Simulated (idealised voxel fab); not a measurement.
Herein follows the process module entitled voxel self aligned contacts.
Cross-section cut: width 260 nm, square cells of 5 nm.
Format of a cross-section: grid, square cells. Given as bands. Order: top down. Band: one or more rows of cells.
The band entry comprises the height of the band's top followed by the height of its bottom, expressed in nm, and subsequently the band's materials from left to right, each stated together with its width in nm. Where a single material is marked with the word "edge to edge", that material fills the band from edge to edge. The word "blank" represents empty space.
Ref level 0: as-received wafer is one material below here. Bottom band extends down with no lower bound ("0 down").
Note: "30..40" means the width goes from the first number (top row of the band) to the second number (bottom row) in equal steps per row of cells.
Any step labelled "remained the same" changed none of the cells in the cross-section.
Trapped void list: empty space of 8 cells or more with no open way to the top, each as width x height at its distance from the left edge, in nm
Note: text after step settings on the step line = simulator remark on that step.
For masked steps, "overlay nm" on the step line gives how far right of plan the mask actually lay; a minus sign means it lay to the left.

The process steps that were planned are listed below:
1: RECEIVE, material Si
2: OXIDIZE, depth nm 5
3: DIRECTIONAL_DEP, material polySi, thk nm 20
4: DIRECTIONAL_DEP, material SiN, thk nm 20
5: DIRECTIONAL_DEP, material aC, thk nm 15
6: PATTERN, tone cover, mask id GATE, material resist, width nm 25, pitch nm 50, thk nm 30, overlay nm 0
7: DIRECTIONAL_ETCH, etch materials aC, depth nm 15
8: STRIP, etch materials resist
9: DIRECTIONAL_ETCH, etch materials SiN, depth nm 20
10: DIRECTIONAL_ETCH, etch materials polySi, depth nm 20
11: STRIP, etch materials aC
12: CONFORMAL_DEP, material SiN, thk nm 5
13: DIRECTIONAL_ETCH, etch materials SiN, depth nm 5
14: FILL_DEP, material SiO2, thk nm 15
15: CMP, height nm 45
16: DIRECTIONAL_DEP, material aC, thk nm 15
17: PATTERN, tone open, mask id CONTACT, material resist, width nm 35, thk nm 30, overlay nm -15
18: DIRECTIONAL_ETCH, etch materials aC, depth nm 15
19: STRIP, etch materials resist
20: DIRECTIONAL_ETCH, etch materials SiO2, depth nm 50
21: STRIP, etch materials aC
22: CONFORMAL_DEP, material TiN, thk nm 5
23: FILL_DEP, material W, thk nm 5
24: CMP, height nm 45
25: CONFORMAL_DEP, material SiN, thk nm 5
The plan's step 17 overlay nm is the first wafer's value; the wafers differ in this setting and start identical.

So this is the first of several wafers, cross-sectioned as it came to us, meaning it's at the end of step 1:
  0 down | Si edge to edge
  Trapped void list: none

Rows = wafers. At module end, each row lists per material the cells gained (+) or lost (-) since the wafer was received, then the closed voids:
overlay nm -15; -52 Si; +124 SiN; +383 SiO2; +25 TiN; +40 polySi; Trapped void list: none
overlay nm -10; -52 Si; +124 SiN; +374 SiO2; +25 TiN; +9 W; +40 polySi; Trapped void list: none
overlay nm -5; -52 Si; +124 SiN; +374 SiO2; +25 TiN; +9 W; +40 polySi; Trapped void list: none
overlay nm 0; -52 Si; +124 SiN; +374 SiO2; +25 TiN; +9 W; +40 polySi; Trapped void list: none
overlay nm 5; -52 Si; +124 SiN; +374 SiO2; +25 TiN; +9 W; +40 polySi; Trapped void list: none
overlay nm 10; -52 Si; +124 SiN; +374 SiO2; +25 TiN; +9 W; +40 polySi; Trapped void list: none
overlay nm 15; -52 Si; +124 SiN; +383 SiO2; +25 TiN; +40 polySi; Trapped void list: none
